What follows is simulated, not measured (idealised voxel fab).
process module | voxel transistor to metal
cross-section cut | 145 nm wide | cells 5 nm
A cross-section is a grid of square cells, given in bands from the top down. A band is one or more rows of cells.
Each band's line starts with the height of the band's top and of its bottom, in nm. Then come its materials from left to right, each with its width in nm. One material with "throughout" fills the band from edge to edge. "air" is empty space.
Height 0 is the level under which the wafer as received is all one material. The lowest band goes on downwards, as in "0 down".
A width such as "30 to 40" changes by the same amount from each row of cells to the next, from the band's top row to its bottom row.
"no change" after a step means that no cell of the cross-section changed.
closed voids: empty space of 8 cells or more with no open way to the top, each as width x height at its distance from the left edge, in nm
after a step's settings: what the simulator itself notes on the step
overlay nm, on a step with a mask: how far to the right of its planned place the mask lay; to the left if negative
plan
1 op RECEIVE | material Si
2 op OXIDIZE | depth nm 5
3 op CONFORMAL_DEP | material SiN | thk nm 10
4 op PATTERN | tone cover | mask id ACTIVE | material resist | width nm 85 | thk nm 15 | overlay nm 0
5 op DIRECTIONAL_ETCH | etch materials SiN | depth nm 10
6 op DIRECTIONAL_ETCH | etch materials SiO2 | depth nm 5
7 op DIRECTIONAL_ETCH | etch materials Si | depth nm 25
8 op STRIP | etch materials resist
9 op FILL_DEP | material SiO2 | thk nm 5
10 op CMP | height nm 10
11 op SELECTIVE_ETCH | etch materials SiO2 | depth nm 5
12 op STRIP | etch materials SiN
13 op SELECTIVE_ETCH | etch materials SiO2 | depth nm 5
14 op OXIDIZE | depth nm 5
15 op DIRECTIONAL_DEP | material polySi | thk nm 25
16 op DIRECTIONAL_DEP | material SiCN | thk nm 15
17 op MASKED_ETCH | tone cover | mask id GATE | width nm 15 | etch materials SiCN | depth nm 25 | overlay nm 0
18 op MASKED_ETCH | tone cover | mask id GATE | width nm 15 | etch materials polySi | depth nm 35 | overlay nm 0
19 op CONFORMAL_DEP | material SiO2 | thk nm 5
20 op DIRECTIONAL_ETCH | etch materials SiO2 | depth nm 5
21 op CONFORMAL_DEP | material SiN | thk nm 10
22 op DIRECTIONAL_ETCH | etch materials SiN | depth nm 10
23 op DIRECTIONAL_ETCH | etch materials SiO2 | depth nm 5
24 op DIRECTIONAL_ETCH | etch materials Si | depth nm 5
25 op EPI | material SiGe | thk nm 5
26 op FILL_DEP | material SiO2 | thk nm 10
27 op CMP | height nm 35
28 op DIRECTIONAL_DEP | material SiO2 | thk nm 15
29 op PATTERN | tone open | mask id CONTACT | material resist | width nm 25 | pitch nm 50 | thk nm 15 | overlay nm 0
30 op DIRECTIONAL_ETCH | etch materials SiO2 | depth nm 55
31 op STRIP | etch materials resist
32 op CONFORMAL_DEP | material TiN | thk nm 5
33 op FILL_DEP | material W | thk nm 5
34 op CMP | height nm 50
35 op DIRECTIONAL_DEP | material TiN | thk nm 5
36 op DIRECTIONAL_DEP | material W | thk nm 25
37 op MASKED_ETCH | tone cover | mask id METAL_1 | width nm 15 | pitch nm 60 | etch materials W | depth nm 25 | overlay nm 0
38 op MASKED_ETCH | tone cover | mask id METAL_1 | width nm 15 | pitch nm 60 | etch materials TiN | depth nm 5 | overlay nm 0
39 op CONFORMAL_DEP | material SiCN | thk nm 5
40 op FILL_DEP | material SiO2 | thk nm 10
41 op CMP | height nm 80
42 op CONFORMAL_DEP | material SiCN | thk nm 5
first wafer, as planned
as received, after step 1
  0 down: Si throughout
  closed voids: none
after step 2
  0 to -5: SiO2 throughout
  below -5: unchanged
after step 3
  10 to 0: SiN throughout
  below 0: unchanged
after step 4
  25 to 10: air 30 | resist 85 | air 30
  below 10: unchanged
after step 5
  25 to 10: air 30 | resist 85 | air 30
  10 to 0: air 30 | SiN 85 | air 30
  below 0: unchanged
after step 6
  25 to 10: air 30 | resist 85 | air 30
  10 to 0: air 30 | SiN 85 | air 30
  0 to -5: air 30 | SiO2 85 | air 30
  below -5: unchanged
after step 7
  25 to 10: air 30 | resist 85 | air 30
  10 to 0: air 30 | SiN 85 | air 30
  0 to -5: air 30 | SiO2 85 | air 30
  -5 to -30: air 30 | Si 85 | air 30
  below -30: unchanged
after step 8
  10 to 0: air 30 | SiN 85 | air 30
  below 0: unchanged
after step 9
  15 to 10: SiO2 throughout
  10 to 0: SiO2 30 | SiN 85 | SiO2 30
  0 to -5: SiO2 throughout
  -5 to -30: SiO2 30 | Si 85 | SiO2 30
  below -30: unchanged
after step 10
  10 to 0: SiO2 30 | SiN 85 | SiO2 30
  below 0: unchanged
after step 11
  10 to 5: air 30 | SiN 85 | air 30
  below 5: unchanged
after step 12
  5 to 0: SiO2 30 | air 85 | SiO2 30
  below 0: unchanged
after step 13
  0 to -5: SiO2 25 | air 95 | SiO2 25
  below -5: unchanged
after step 14
  0 to -5: SiO2 25 | air 95 | SiO2 25
  -5 to -10: SiO2 throughout
  below -10: unchanged
after step 15
  25 to 20: polySi 25 | air 95 | polySi 25
  20 to 0: polySi throughout
  0 to -5: SiO2 25 | polySi 95 | SiO2 25
  below -5: unchanged
after step 16
  40 to 35: SiCN 25 | air 95 | SiCN 25
  35 to 25: SiCN throughout
  25 to 20: polySi 25 | SiCN 95 | polySi 25
  below 20: unchanged
after step 17
  35 to 25: air 65 | SiCN 15 | air 65
  25 to 20: polySi 25 | air 40 | SiCN 15 | air 40 | polySi 25
  below 20: unchanged
after step 18
  35 to 20: air 65 | SiCN 15 | air 65
  20 to 0: air 65 | polySi 15 | air 65
  0 to -5: SiO2 25 | air 40 | polySi 15 | air 40 | SiO2 25
  below -5: unchanged
after step 19
  40 to 35: air 60 | SiO2 25 | air 60
  35 to 20: air 60 | SiO2 5 | SiCN 15 | SiO2 5 | air 60
  20 to 5: air 60 | SiO2 5 | polySi 15 | SiO2 5 | air 60
  5 to 0: SiO2 30 | air 30 | SiO2 5 | polySi 15 | SiO2 5 | air 30 | SiO2 30
  0 to -5: SiO2 65 | polySi 15 | SiO2 65
  below -5: unchanged
after step 20
  35 to 20: air 60 | SiO2 5 | SiCN 15 | SiO2 5 | air 60
  20 to 0: air 60 | SiO2 5 | polySi 15 | SiO2 5 | air 60
  0 to -5: SiO2 30 | air 30 | SiO2 5 | polySi 15 | SiO2 5 | air 30 | SiO2 30
  below -5: unchanged
after step 21
  45 to 35: air 50 | SiN 45 | air 50
  35 to 20: air 50 | SiN 10 | SiO2 5 | SiCN 15 | SiO2 5 | SiN 10 | air 50
  20 to 10: air 50 | SiN 10 | SiO2 5 | polySi 15 | SiO2 5 | SiN 10 | air 50
  10 to 5: SiN 40 | air 10 | SiN 10 | SiO2 5 | polySi 15 | SiO2 5 | SiN 10 | air 10 | SiN 40
  5 to 0: SiN 60 | SiO2 5 | polySi 15 | SiO2 5 | SiN 60
  0 to -5: SiO2 30 | SiN 30 | SiO2 5 | polySi 15 | SiO2 5 | SiN 30 | SiO2 30
  below -5: unchanged
after step 22
  35 to 20: air 50 | SiN 10 | SiO2 5 | SiCN 15 | SiO2 5 | SiN 10 | air 50
  20 to 0: air 50 | SiN 10 | SiO2 5 | polySi 15 | SiO2 5 | SiN 10 | air 50
  0 to -5: SiO2 30 | SiN 10 | air 10 | SiN 10 | SiO2 5 | polySi 15 | SiO2 5 | SiN 10 | air 10 | SiN 10 | SiO2 30
  below -5: unchanged
after step 23
  35 to 30: air 50 | SiN 10 | air 5 | SiCN 15 | air 5 | SiN 10 | air 50
  30 to 20: air 50 | SiN 10 | SiO2 5 | SiCN 15 | SiO2 5 | SiN 10 | air 50
  20 to 0: air 50 | SiN 10 | SiO2 5 | polySi 15 | SiO2 5 | SiN 10 | air 50
  0 to -5: air 30 | SiN 10 | air 10 | SiN 10 | SiO2 5 | polySi 15 | SiO2 5 | SiN 10 | air 10 | SiN 10 | air 30
  -5 to -10: SiO2 40 | air 10 | SiO2 45 | air 10 | SiO2 40
  below -10: unchanged
after step 24
  35 to 30: air 50 | SiN 10 | air 5 | SiCN 15 | air 5 | SiN 10 | air 50
  30 to 20: air 50 | SiN 10 | SiO2 5 | SiCN 15 | SiO2 5 | SiN 10 | air 50
  20 to 0: air 50 | SiN 10 | SiO2 5 | polySi 15 | SiO2 5 | SiN 10 | air 50
  0 to -5: air 30 | SiN 10 | air 10 | SiN 10 | SiO2 5 | polySi 15 | SiO2 5 | SiN 10 | air 10 | SiN 10 | air 30
  -5 to -10: SiO2 40 | air 10 | SiO2 45 | air 10 | SiO2 40
  -10 to -15: SiO2 30 | Si 10 | air 10 | Si 45 | air 10 | Si 10 | SiO2 30
  below -15: unchanged
after step 25
  35 to 30: air 50 | SiN 10 | air 5 | SiCN 15 | air 5 | SiN 10 | air 50
  30 to 20: air 50 | SiN 10 | SiO2 5 | SiCN 15 | SiO2 5 | SiN 10 | air 50
  20 to 0: air 50 | SiN 10 | SiO2 5 | polySi 15 | SiO2 5 | SiN 10 | air 50
  0 to -5: air 30 | SiN 10 | air 10 | SiN 10 | SiO2 5 | polySi 15 | SiO2 5 | SiN 10 | air 10 | SiN 10 | air 30
  -5 to -10: SiO2 40 | SiGe 10 | SiO2 45 | SiGe 10 | SiO2 40
  -10 to -15: SiO2 30 | Si 10 | SiGe 10 | Si 45 | SiGe 10 | Si 10 | SiO2 30
  below -15: unchanged
after step 26
  45 to 35: SiO2 throughout
  35 to 20: SiO2 50 | SiN 10 | SiO2 5 | SiCN 15 | SiO2 5 | SiN 10 | SiO2 50
  20 to 0: SiO2 50 | SiN 10 | SiO2 5 | polySi 15 | SiO2 5 | SiN 10 | SiO2 50
  0 to -5: SiO2 30 | SiN 10 | SiO2 10 | SiN 10 | SiO2 5 | polySi 15 | SiO2 5 | SiN 10 | SiO2 10 | SiN 10 | SiO2 30
  below -5: unchanged
after step 27
  35 to 20: SiO2 50 | SiN 10 | SiO2 5 | SiCN 15 | SiO2 5 | SiN 10 | SiO2 50
  below 20: unchanged
after step 28
  50 to 35: SiO2 throughout
  below 35: unchanged
after step 29
  65 to 50: resist 35 | air 25 | resist 25 | air 25 | resist 35
  below 50: unchanged
after step 30
  65 to 50: resist 35 | air 25 | resist 25 | air 25 | resist 35
  50 to 35: SiO2 35 | air 25 | SiO2 25 | air 25 | SiO2 35
  35 to 20: SiO2 35 | air 15 | SiN 10 | SiO2 5 | SiCN 15 | SiO2 5 | SiN 10 | air 15 | SiO2 35
  20 to 0: SiO2 35 | air 15 | SiN 10 | SiO2 5 | polySi 15 | SiO2 5 | SiN 10 | air 15 | SiO2 35
  0 to -5: SiO2 30 | SiN 10 | air 10 | SiN 10 | SiO2 5 | polySi 15 | SiO2 5 | SiN 10 | air 10 | SiN 10 | SiO2 30
  below -5: unchanged
after step 31
  50 to 35: SiO2 35 | air 25 | SiO2 25 | air 25 | SiO2 35
  below 35: unchanged
after step 32
  55 to 50: TiN 40 | air 15 | TiN 35 | air 15 | TiN 40
  50 to 40: SiO2 35 | TiN 5 | air 15 | TiN 5 | SiO2 25 | TiN 5 | air 15 | TiN 5 | SiO2 35
  40 to 35: SiO2 35 | TiN 5 | air 5 | TiN 15 | SiO2 25 | TiN 15 | air 5 | TiN 5 | SiO2 35
  35 to 20: SiO2 35 | TiN 5 | air 5 | TiN 5 | SiN 10 | SiO2 5 | SiCN 15 | SiO2 5 | SiN 10 | TiN 5 | air 5 | TiN 5 | SiO2 35
  20 to 5: SiO2 35 | TiN 5 | air 5 | TiN 5 | SiN 10 | SiO2 5 | polySi 15 | SiO2 5 | SiN 10 | TiN 5 | air 5 | TiN 5 | SiO2 35
  5 to 0: SiO2 35 | TiN 15 | SiN 10 | SiO2 5 | polySi 15 | SiO2 5 | SiN 10 | TiN 15 | SiO2 35
  0 to -5: SiO2 30 | SiN 10 | TiN 10 | SiN 10 | SiO2 5 | polySi 15 | SiO2 5 | SiN 10 | TiN 10 | SiN 10 | SiO2 30
  below -5: unchanged
after step 33
  60 to 55: W throughout
  55 to 50: TiN 40 | W 15 | TiN 35 | W 15 | TiN 40
  50 to 40: SiO2 35 | TiN 5 | W 15 | TiN 5 | SiO2 25 | TiN 5 | W 15 | TiN 5 | SiO2 35
  40 to 35: SiO2 35 | TiN 5 | W 5 | TiN 15 | SiO2 25 | TiN 15 | W 5 | TiN 5 | SiO2 35
  35 to 20: SiO2 35 | TiN 5 | W 5 | TiN 5 | SiN 10 | SiO2 5 | SiCN 15 | SiO2 5 | SiN 10 | TiN 5 | W 5 | TiN 5 | SiO2 35
  20 to 5: SiO2 35 | TiN 5 | W 5 | TiN 5 | SiN 10 | SiO2 5 | polySi 15 | SiO2 5 | SiN 10 | TiN 5 | W 5 | TiN 5 | SiO2 35
  below 5: unchanged
after step 34
  50 to 40: SiO2 35 | TiN 5 | W 15 | TiN 5 | SiO2 25 | TiN 5 | W 15 | TiN 5 | SiO2 35
  below 40: unchanged
after step 35
  55 to 50: TiN throughout
  below 50: unchanged
after step 36
  80 to 55: W throughout
  below 55: unchanged
after step 37
  80 to 55: air 35 | W 15 | air 45 | W 15 | air 35
  below 55: unchanged
after step 38
  80 to 55: air 35 | W 15 | air 45 | W 15 | air 35
  55 to 50: air 35 | TiN 15 | air 45 | TiN 15 | air 35
  below 50: unchanged
after step 39
  85 to 80: air 30 | SiCN 25 | air 35 | SiCN 25 | air 30
  80 to 55: air 30 | SiCN 5 | W 15 | SiCN 5 | air 35 | SiCN 5 | W 15 | SiCN 5 | air 30
  55 to 50: SiCN 35 | TiN 15 | SiCN 45 | TiN 15 | SiCN 35
  below 50: unchanged
after step 40
  95 to 85: SiO2 throughout
  85 to 80: SiO2 30 | SiCN 25 | SiO2 35 | SiCN 25 | SiO2 30
  80 to 55: SiO2 30 | SiCN 5 | W 15 | SiCN 5 | SiO2 35 | SiCN 5 | W 15 | SiCN 5 | SiO2 30
  below 55: unchanged
after step 41
  80 to 55: SiO2 30 | SiCN 5 | W 15 | SiCN 5 | SiO2 35 | SiCN 5 | W 15 | SiCN 5 | SiO2 30
  below 55: unchanged
after step 42
  85 to 80: SiCN throughout
  below 80: unchanged
second wafer: like start, like plan, one mistake. Through step 3 it matches the first wafer
when step 4 should have ended
  25 to 10: air 40 | resist 85 | air 20
  below 10: unchanged
when step 5 should have ended
  25 to 10: air 40 | resist 85 | air 20
  10 to 0: air 40 | SiN 85 | air 20
  below 0: unchanged
when step 6 should have ended
  25 to 10: air 40 | resist 85 | air 20
  10 to 0: air 40 | SiN 85 | air 20
  0 to -5: air 40 | SiO2 85 | air 20
  below -5: unchanged
when step 7 should have ended
  25 to 10: air 40 | resist 85 | air 20
  10 to 0: air 40 | SiN 85 | air 20
  0 to -5: air 40 | SiO2 85 | air 20
  -5 to -30: air 40 | Si 85 | air 20
  below -30: unchanged
when step 8 should have ended
  10 to 0: air 40 | SiN 85 | air 20
  below 0: unchanged
when step 9 should have ended
  15 to 10: SiO2 throughout
  10 to 0: SiO2 40 | SiN 85 | SiO2 20
  0 to -5: SiO2 throughout
  -5 to -30: SiO2 40 | Si 85 | SiO2 20
  below -30: unchanged
when step 10 should have ended
  10 to 0: SiO2 40 | SiN 85 | SiO2 20
  below 0: unchanged
when step 11 should have ended
  10 to 5: air 40 | SiN 85 | air 20
  below 5: unchanged
when step 12 should have ended
  5 to 0: SiO2 40 | air 85 | SiO2 20
  below 0: unchanged
when step 13 should have ended
  0 to -5: SiO2 35 | air 95 | SiO2 15
  below -5: unchanged
when step 14 should have ended
  0 to -5: SiO2 35 | air 95 | SiO2 15
  -5 to -10: SiO2 throughout
  below -10: unchanged
when step 15 should have ended
  25 to 20: polySi 35 | air 95 | polySi 15
  20 to 0: polySi throughout
  0 to -5: SiO2 35 | polySi 95 | SiO2 15
  below -5: unchanged
when step 16 should have ended
  40 to 35: SiCN 35 | air 95 | SiCN 15
  35 to 25: SiCN throughout
  25 to 20: polySi 35 | SiCN 95 | polySi 15
  below 20: unchanged
when step 17 should have ended
  35 to 25: air 65 | SiCN 15 | air 65
  25 to 20: polySi 35 | air 30 | SiCN 15 | air 50 | polySi 15
  below 20: unchanged
when step 18 should have ended
  35 to 20: air 65 | SiCN 15 | air 65
  20 to 0: air 65 | polySi 15 | air 65
  0 to -5: SiO2 35 | air 30 | polySi 15 | air 50 | SiO2 15
  below -5: unchanged
when step 19 should have ended
  40 to 35: air 60 | SiO2 25 | air 60
  35 to 20: air 60 | SiO2 5 | SiCN 15 | SiO2 5 | air 60
  20 to 5: air 60 | SiO2 5 | polySi 15 | SiO2 5 | air 60
  5 to 0: SiO2 40 | air 20 | SiO2 5 | polySi 15 | SiO2 5 | air 40 | SiO2 20
  0 to -5: SiO2 65 | polySi 15 | SiO2 65
  below -5: unchanged
when step 20 should have ended
  35 to 20: air 60 | SiO2 5 | SiCN 15 | SiO2 5 | air 60
  20 to 0: air 60 | SiO2 5 | polySi 15 | SiO2 5 | air 60
  0 to -5: SiO2 40 | air 20 | SiO2 5 | polySi 15 | SiO2 5 | air 40 | SiO2 20
  below -5: unchanged
when step 21 should have ended
  45 to 35: air 50 | SiN 45 | air 50
  35 to 20: air 50 | SiN 10 | SiO2 5 | SiCN 15 | SiO2 5 | SiN 10 | air 50
  20 to 10: air 50 | SiN 10 | SiO2 5 | polySi 15 | SiO2 5 | SiN 10 | air 50
  10 to 5: SiN 60 | SiO2 5 | polySi 15 | SiO2 5 | SiN 10 | air 20 | SiN 30
  5 to 0: SiN 60 | SiO2 5 | polySi 15 | SiO2 5 | SiN 60
  0 to -5: SiO2 40 | SiN 20 | SiO2 5 | polySi 15 | SiO2 5 | SiN 40 | SiO2 20
  below -5: unchanged
when step 22 should have ended
  35 to 20: air 50 | SiN 10 | SiO2 5 | SiCN 15 | SiO2 5 | SiN 10 | air 50
  20 to 0: air 50 | SiN 10 | SiO2 5 | polySi 15 | SiO2 5 | SiN 10 | air 50
  0 to -5: SiO2 40 | SiN 20 | SiO2 5 | polySi 15 | SiO2 5 | SiN 10 | air 20 | SiN 10 | SiO2 20
  below -5: unchanged
when step 23 should have ended
  35 to 30: air 50 | SiN 10 | air 5 | SiCN 15 | air 5 | SiN 10 | air 50
  30 to 20: air 50 | SiN 10 | SiO2 5 | SiCN 15 | SiO2 5 | SiN 10 | air 50
  20 to 0: air 50 | SiN 10 | SiO2 5 | polySi 15 | SiO2 5 | SiN 10 | air 50
  0 to -5: air 40 | SiN 20 | SiO2 5 | polySi 15 | SiO2 5 | SiN 10 | air 20 | SiN 10 | air 20
  -5 to -10: SiO2 95 | air 20 | SiO2 30
  below -10: unchanged
when step 24 should have ended
  35 to 30: air 50 | SiN 10 | air 5 | SiCN 15 | air 5 | SiN 10 | air 50
  30 to 20: air 50 | SiN 10 | SiO2 5 | SiCN 15 | SiO2 5 | SiN 10 | air 50
  20 to 0: air 50 | SiN 10 | SiO2 5 | polySi 15 | SiO2 5 | SiN 10 | air 50
  0 to -5: air 40 | SiN 20 | SiO2 5 | polySi 15 | SiO2 5 | SiN 10 | air 20 | SiN 10 | air 20
  -5 to -10: SiO2 95 | air 20 | SiO2 30
  -10 to -15: SiO2 40 | Si 55 | air 20 | Si 10 | SiO2 20
  below -15: unchanged
when step 25 should have ended
  35 to 30: air 50 | SiN 10 | air 5 | SiCN 15 | air 5 | SiN 10 | air 50
  30 to 20: air 50 | SiN 10 | SiO2 5 | SiCN 15 | SiO2 5 | SiN 10 | air 50
  20 to 0: air 50 | SiN 10 | SiO2 5 | polySi 15 | SiO2 5 | SiN 10 | air 50
  0 to -5: air 40 | SiN 20 | SiO2 5 | polySi 15 | SiO2 5 | SiN 10 | air 20 | SiN 10 | air 20
  -5 to -10: SiO2 95 | SiGe 5 | air 10 | SiGe 5 | SiO2 30
  -10 to -15: SiO2 40 | Si 55 | SiGe 20 | Si 10 | SiO2 20
  below -15: unchanged
when step 26 should have ended
  45 to 35: SiO2 throughout
  35 to 20: SiO2 50 | SiN 10 | SiO2 5 | SiCN 15 | SiO2 5 | SiN 10 | SiO2 50
  20 to 0: SiO2 50 | SiN 10 | SiO2 5 | polySi 15 | SiO2 5 | SiN 10 | SiO2 50
  0 to -5: SiO2 40 | SiN 20 | SiO2 5 | polySi 15 | SiO2 5 | SiN 10 | SiO2 20 | SiN 10 | SiO2 20
  -5 to -10: SiO2 95 | SiGe 5 | SiO2 10 | SiGe 5 | SiO2 30
  below -10: unchanged
when step 27 should have ended
  35 to 20: SiO2 50 | SiN 10 | SiO2 5 | SiCN 15 | SiO2 5 | SiN 10 | SiO2 50
  below 20: unchanged
when step 28 should have ended
  50 to 35: SiO2 throughout
  below 35: unchanged
when step 29 should have ended
  65 to 50: resist 35 | air 25 | resist 25 | air 25 | resist 35
  below 50: unchanged
when step 30 should have ended
  65 to 50: resist 35 | air 25 | resist 25 | air 25 | resist 35
  50 to 35: SiO2 35 | air 25 | SiO2 25 | air 25 | SiO2 35
  35 to 20: SiO2 35 | air 15 | SiN 10 | SiO2 5 | SiCN 15 | SiO2 5 | SiN 10 | air 15 | SiO2 35
  20 to 0: SiO2 35 | air 15 | SiN 10 | SiO2 5 | polySi 15 | SiO2 5 | SiN 10 | air 15 | SiO2 35
  0 to -5: SiO2 35 | air 5 | SiN 20 | SiO2 5 | polySi 15 | SiO2 5 | SiN 10 | air 15 | SiO2 5 | SiN 10 | SiO2 20
  below -5: unchanged
when step 31 should have ended
  50 to 35: SiO2 35 | air 25 | SiO2 25 | air 25 | SiO2 35
  below 35: unchanged
when step 32 should have ended
  55 to 50: TiN 40 | air 15 | TiN 35 | air 15 | TiN 40
  50 to 40: SiO2 35 | TiN 5 | air 15 | TiN 5 | SiO2 25 | TiN 5 | air 15 | TiN 5 | SiO2 35
  40 to 35: SiO2 35 | TiN 5 | air 5 | TiN 15 | SiO2 25 | TiN 15 | air 5 | TiN 5 | SiO2 35
  35 to 20: SiO2 35 | TiN 5 | air 5 | TiN 5 | SiN 10 | SiO2 5 | SiCN 15 | SiO2 5 | SiN 10 | TiN 5 | air 5 | TiN 5 | SiO2 35
  20 to 5: SiO2 35 | TiN 5 | air 5 | TiN 5 | SiN 10 | SiO2 5 | polySi 15 | SiO2 5 | SiN 10 | TiN 5 | air 5 | TiN 5 | SiO2 35
  5 to 0: SiO2 35 | TiN 15 | SiN 10 | SiO2 5 | polySi 15 | SiO2 5 | SiN 10 | TiN 5 | air 5 | TiN 5 | SiO2 35
  0 to -5: SiO2 35 | TiN 5 | SiN 20 | SiO2 5 | polySi 15 | SiO2 5 | SiN 10 | TiN 15 | SiO2 5 | SiN 10 | SiO2 20
  below -5: unchanged
when step 33 should have ended
  60 to 55: W throughout
  55 to 50: TiN 40 | W 15 | TiN 35 | W 15 | TiN 40
  50 to 40: SiO2 35 | TiN 5 | W 15 | TiN 5 | SiO2 25 | TiN 5 | W 15 | TiN 5 | SiO2 35
  40 to 35: SiO2 35 | TiN 5 | W 5 | TiN 15 | SiO2 25 | TiN 15 | W 5 | TiN 5 | SiO2 35
  35 to 20: SiO2 35 | TiN 5 | W 5 | TiN 5 | SiN 10 | SiO2 5 | SiCN 15 | SiO2 5 | SiN 10 | TiN 5 | W 5 | TiN 5 | SiO2 35
  20 to 5: SiO2 35 | TiN 5 | W 5 | TiN 5 | SiN 10 | SiO2 5 | polySi 15 | SiO2 5 | SiN 10 | TiN 5 | W 5 | TiN 5 | SiO2 35
  5 to 0: SiO2 35 | TiN 15 | SiN 10 | SiO2 5 | polySi 15 | SiO2 5 | SiN 10 | TiN 5 | W 5 | TiN 5 | SiO2 35
  below 0: unchanged
when step 34 should have ended
  50 to 40: SiO2 35 | TiN 5 | W 15 | TiN 5 | SiO2 25 | TiN 5 | W 15 | TiN 5 | SiO2 35
  below 40: unchanged
when step 35 should have ended
  55 to 50: TiN throughout
  below 50: unchanged
when step 36 should have ended
  80 to 55: W throughout
  below 55: unchanged
when step 37 should have ended
  80 to 55: air 35 | W 15 | air 45 | W 15 | air 35
  below 55: unchanged
when step 38 should have ended
  80 to 55: air 35 | W 15 | air 45 | W 15 | air 35
  55 to 50: air 35 | TiN 15 | air 45 | TiN 15 | air 35
  below 50: unchanged
when step 39 should have ended
  85 to 80: air 30 | SiCN 25 | air 35 | SiCN 25 | air 30
  80 to 55: air 30 | SiCN 5 | W 15 | SiCN 5 | air 35 | SiCN 5 | W 15 | SiCN 5 | air 30
  55 to 50: SiCN 35 | TiN 15 | SiCN 45 | TiN 15 | SiCN 35
  below 50: unchanged
when step 40 should have ended
  95 to 85: SiO2 throughout
  85 to 80: SiO2 30 | SiCN 25 | SiO2 35 | SiCN 25 | SiO2 30
  80 to 55: SiO2 30 | SiCN 5 | W 15 | SiCN 5 | SiO2 35 | SiCN 5 | W 15 | SiCN 5 | SiO2 30
  below 55: unchanged
when step 41 should have ended
  80 to 55: SiO2 30 | SiCN 5 | W 15 | SiCN 5 | SiO2 35 | SiCN 5 | W 15 | SiCN 5 | SiO2 30
  below 55: unchanged
when step 42 should have ended
  85 to 80: SiCN throughout
  below 80: unchanged
what went wrong: step 4 ran as: op PATTERN | tone cover | mask id ACTIVE | material resist | width nm 85 | thk nm 15 | overlay nm 10
at the end the second wafer has, in cells: 2 fewer of SiGe | 2 more of SiO2 | 1 fewer of TiN | 1 more of W
